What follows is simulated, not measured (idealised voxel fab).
The following process module bears the name voxel double patterning.
Section shown: cut. Width: 255 nm. Cell size: 5 nm, square.
Cross-section spec: square-cell grid; bands listed top down; each band is one or more rows. Within each band entry, the heights of the top and of the bottom of the band appear first, in that order and in nm; the materials of the band then follow from left to right, each with its corresponding width in nm. The designation "throughout" on a single material indicates that it fills the band from edge to edge; the designation "blank" indicates empty space. Height 0 is the level under which the wafer as received is all one material. The lowest band goes on downwards, as in "0..down". The two numbers in a width such as "30 to 40" mark its ends across the band: the first belongs to the top row of cells, the second to the bottom row, and from each row to the next the width moves by the same amount. Any step labelled "no change" changed none of the cells in the cross-section. Heads up: "Closed cavity list" only lists the empty pockets with no open path to the top that are 8 cells or more, and it writes them as width x height at distance, distance from the left edge, in nm. Anything after a step's settings on that line? It's the simulator's own note about the step. overlay nm: step with mask; distance mask lay right of planned place; negative value = left of planned place.
Below is the list of planned process steps:
1: RECEIVE (material Si)
2: CONFORMAL_DEP (material SiO2; thk nm 5)
3: DIRECTIONAL_DEP (material TiN; thk nm 10)
4: DIRECTIONAL_DEP (material SiCN; thk nm 5)
5: PATTERN (tone open; mask id FIRST; material resist; width nm 15; pitch nm 50; thk nm 15; overlay nm 0)
6: DIRECTIONAL_ETCH (etch materials SiCN; depth nm 5)
7: STRIP (etch materials resist)
8: MASKED_ETCH (tone open; mask id SECOND; width nm 15; etch materials SiCN; depth nm 5; overlay nm 0)
9: DIRECTIONAL_ETCH (etch materials TiN; depth nm 10)
10: STRIP (etch materials SiCN)
The cross-section here shows the wafer as received, i.e. in its state after step 1:
  0..down | Si throughout
  Closed cavity list: none
A wafer at the end: this start, this plan, one mistake:
  10..5 | 95 TiN, then 15 blank, then 10 TiN, then 15 blank, then 10 TiN, then 15 blank, then 95 TiN
  5..0 | SiO2 throughout
  0..down | Si throughout
  Closed cavity list: none
Deviation from plan: planned and actual differ for step 3; actual: DIRECTIONAL_DEP (material TiN; thk nm 5)
